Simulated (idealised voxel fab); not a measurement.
process module | voxel ribs on slabs
cross-section cut | 190 nm wide | cells 5 nm
A cross-section is a grid of square cells, given in bands from the top down. A band is one or more rows of cells.
Each band's line starts with the height of the band's top and of its bottom, in nm. Then come its materials from left to right, each with its width in nm. One material with "throughout" fills the band from edge to edge. "air" is empty space.
Height 0 is the level under which the wafer as received is all one material. The lowest band goes on downwards, as in "0 down".
A width such as "30 to 40" changes by the same amount from each row of cells to the next, from the band's top row to its bottom row.
"no change" after a step means that no cell of the cross-section changed.
closed voids: empty space of 8 cells or more with no open way to the top, each as width x height at its distance from the left edge, in nm
after a step's settings: what the simulator itself notes on the step
overlay nm, on a step with a mask: how far to the right of its planned place the mask lay; to the left if negative
plan
1 op RECEIVE | material Si
2 op DIRECTIONAL_DEP | material SiO2 | thk nm 30
3 op DIRECTIONAL_DEP | material polySi | thk nm 20
4 op PATTERN | tone cover | mask id RIB | material resist | width nm 30 | thk nm 20 | overlay nm 0
5 op DIRECTIONAL_ETCH | etch materials polySi | depth nm 15
6 op STRIP | etch materials resist
7 op PATTERN | tone cover | mask id SLAB | material resist | width nm 80 | thk nm 15 | overlay nm 0
8 op DIRECTIONAL_ETCH | etch materials polySi | depth nm 5
9 op STRIP | etch materials resist
10 op FILL_DEP | material SiO2 | thk nm 20
11 op CMP | height nm 60
12 op DIRECTIONAL_DEP | material W | thk nm 5
13 op MASKED_ETCH | tone cover | mask id HEATER | width nm 40 | etch materials W | depth nm 5 | overlay nm 0
14 op CONFORMAL_DEP | material SiO2 | thk nm 5
as received, after step 1
  0 down: Si throughout
  closed voids: none
a wafer at the end: this start, this plan, one mistake
  70 to 65: air 70 | SiO2 50 | air 70
  65 to 60: SiO2 75 | W 40 | SiO2 75
  60 to 50: SiO2 throughout
  50 to 35: SiO2 80 | polySi 30 | SiO2 80
  35 to 30: SiO2 55 | polySi 85 | SiO2 50
  30 to 0: SiO2 throughout
  0 down: Si throughout
  closed voids: none
what went wrong: step 7 ran as: op PATTERN | tone cover | mask id SLAB | material resist | width nm 85 | thk nm 15 | overlay nm 0
